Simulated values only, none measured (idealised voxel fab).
process module | voxel self aligned vias
cross-section cut | 200 nm wide | cells 5 nm
A cross-section is a grid of square cells, given in bands from the top down. A band is one or more rows of cells.
Each band's line starts with the height of the band's top and of its bottom, in nm. Then come its materials from left to right, each with its width in nm. One material with "throughout" fills the band from edge to edge. "air" is empty space.
Height 0 is the level under which the wafer as received is all one material. The lowest band goes on downwards, as in "0 down".
A width such as "30 to 40" changes by the same amount from each row of cells to the next, from the band's top row to its bottom row.
"no change" after a step means that no cell of the cross-section changed.
closed voids: empty space of 8 cells or more with no open way to the top, each as width x height at its distance from the left edge, in nm
after a step's settings: what the simulator itself notes on the step
overlay nm, on a step with a mask: how far to the right of its planned place the mask lay; to the left if negative
plan
1 op RECEIVE | material Si
2 op CONFORMAL_DEP | material SiO2 | thk nm 15
3 op CONFORMAL_DEP | material SiCN | thk nm 5
4 op DIRECTIONAL_DEP | material SiO2 | thk nm 20
5 op DIRECTIONAL_DEP | material aC | thk nm 10
6 op PATTERN | tone open | mask id LINES | material resist | width nm 20 | pitch nm 70 | thk nm 25 | overlay nm 0
7 op DIRECTIONAL_ETCH | etch materials aC | depth nm 10
8 op STRIP | etch materials resist
9 op DIRECTIONAL_ETCH | etch materials SiO2 | depth nm 20
10 op STRIP | etch materials aC
11 op CONFORMAL_DEP | material TiN | thk nm 5
12 op FILL_DEP | material Ru | thk nm 10
13 op CMP | height nm 40
14 op SELECTIVE_ETCH | etch materials W Ru TiN | depth nm 5
15 op FILL_DEP | material SiN | thk nm 10
16 op CMP | height nm 40
17 op DIRECTIONAL_DEP | material SiO2 | thk nm 15
18 op MASKED_ETCH | tone open | mask id VIAS | width nm 40 | etch materials SiO2 | depth nm 15 | overlay nm 0
19 op MASKED_ETCH | tone open | mask id VIAS | width nm 40 | etch materials SiN | depth nm 5 | overlay nm 0
20 op CONFORMAL_DEP | material TiN | thk nm 5
21 op FILL_DEP | material Cu | thk nm 10
22 op CMP | height nm 55
23 op CONFORMAL_DEP | material SiCN | thk nm 5
as received, after step 1
  0 down: Si throughout
  closed voids: none
a wafer at the end: this start, this plan, one mistake
  60 to 55: SiCN throughout
  55 to 40: SiO2 45 | TiN 10 | SiO2 20 | TiN 10 | SiO2 115
  40 to 35: SiO2 55 | SiN 20 | SiO2 50 | SiN 20 | SiO2 55
  35 to 25: SiO2 55 | TiN 5 | Ru 10 | TiN 5 | SiO2 50 | TiN 5 | Ru 10 | TiN 5 | SiO2 55
  25 to 20: SiO2 55 | TiN 20 | SiO2 50 | TiN 20 | SiO2 55
  20 to 15: SiCN throughout
  15 to 0: SiO2 throughout
  0 down: Si throughout
  closed voids: none
what went wrong: steps 17 and 18 were swapped
